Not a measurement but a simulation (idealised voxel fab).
process module | voxel local oxidation
cross-section cut | 255 nm wide | cells 5 nm
A cross-section is a grid of square cells, given in bands from the top down. A band is one or more rows of cells.
Each band's line starts with the height of the band's top and of its bottom, in nm. Then come its materials from left to right, each with its width in nm. One material with "throughout" fills the band from edge to edge. "air" is empty space.
Height 0 is the level under which the wafer as received is all one material. The lowest band goes on downwards, as in "0 down".
A width such as "30 to 40" changes by the same amount from each row of cells to the next, from the band's top row to its bottom row.
"no change" after a step means that no cell of the cross-section changed.
closed voids: empty space of 8 cells or more with no open way to the top, each as width x height at its distance from the left edge, in nm
after a step's settings: what the simulator itself notes on the step
overlay nm, on a step with a mask: how far to the right of its planned place the mask lay; to the left if negative
plan
1 op RECEIVE | material Si
2 op OXIDIZE | depth nm 5
3 op CONFORMAL_DEP | material SiN | thk nm 10
4 op PATTERN | tone cover | mask id ACTIVE | material resist | width nm 105 | thk nm 20 | overlay nm 0
5 op DIRECTIONAL_ETCH | etch materials SiN | depth nm 10
6 op STRIP | etch materials resist
7 op SELECTIVE_ETCH | etch materials SiO2 | depth nm 5
8 op OXIDIZE | depth nm 10
9 op STRIP | etch materials SiN
first wafer, as planned
as received, after step 1
  0 down: Si throughout
  closed voids: none
after step 2
  0 to -5: SiO2 throughout
  below -5: unchanged
after step 3
  10 to 0: SiN throughout
  below 0: unchanged
after step 4
  30 to 10: air 75 | resist 105 | air 75
  below 10: unchanged
after step 5
  30 to 10: air 75 | resist 105 | air 75
  10 to 0: air 75 | SiN 105 | air 75
  below 0: unchanged
after step 6
  10 to 0: air 75 | SiN 105 | air 75
  below 0: unchanged
after step 7
  10 to 0: air 75 | SiN 105 | air 75
  0 to -5: air 80 | SiO2 95 | air 80
  below -5: unchanged
after step 8
  10 to 0: air 75 | SiN 105 | air 75
  0 to -5: air 80 | SiO2 95 | air 80
  -5 to -15: SiO2 90 | Si 75 | SiO2 90
  below -15: unchanged
after step 9
  0 to -5: air 80 | SiO2 95 | air 80
  below -5: unchanged
second wafer: like start, like plan, one mistake. Through step 3 it matches the first wafer
when step 4 should have ended
  30 to 10: air 65 | resist 105 | air 85
  below 10: unchanged
when step 5 should have ended
  30 to 10: air 65 | resist 105 | air 85
  10 to 0: air 65 | SiN 105 | air 85
  below 0: unchanged
when step 6 should have ended
  10 to 0: air 65 | SiN 105 | air 85
  below 0: unchanged
when step 7 should have ended
  10 to 0: air 65 | SiN 105 | air 85
  0 to -5: air 70 | SiO2 95 | air 90
  below -5: unchanged
when step 8 should have ended
  10 to 0: air 65 | SiN 105 | air 85
  0 to -5: air 70 | SiO2 95 | air 90
  -5 to -15: SiO2 80 | Si 75 | SiO2 100
  below -15: unchanged
when step 9 should have ended
  0 to -5: air 70 | SiO2 95 | air 90
  below -5: unchanged
what went wrong: step 4 ran as: op PATTERN | tone cover | mask id ACTIVE | material resist | width nm 105 | thk nm 20 | overlay nm -10
at the end the second wafer has, in cells: as many of each material as the first, in other places
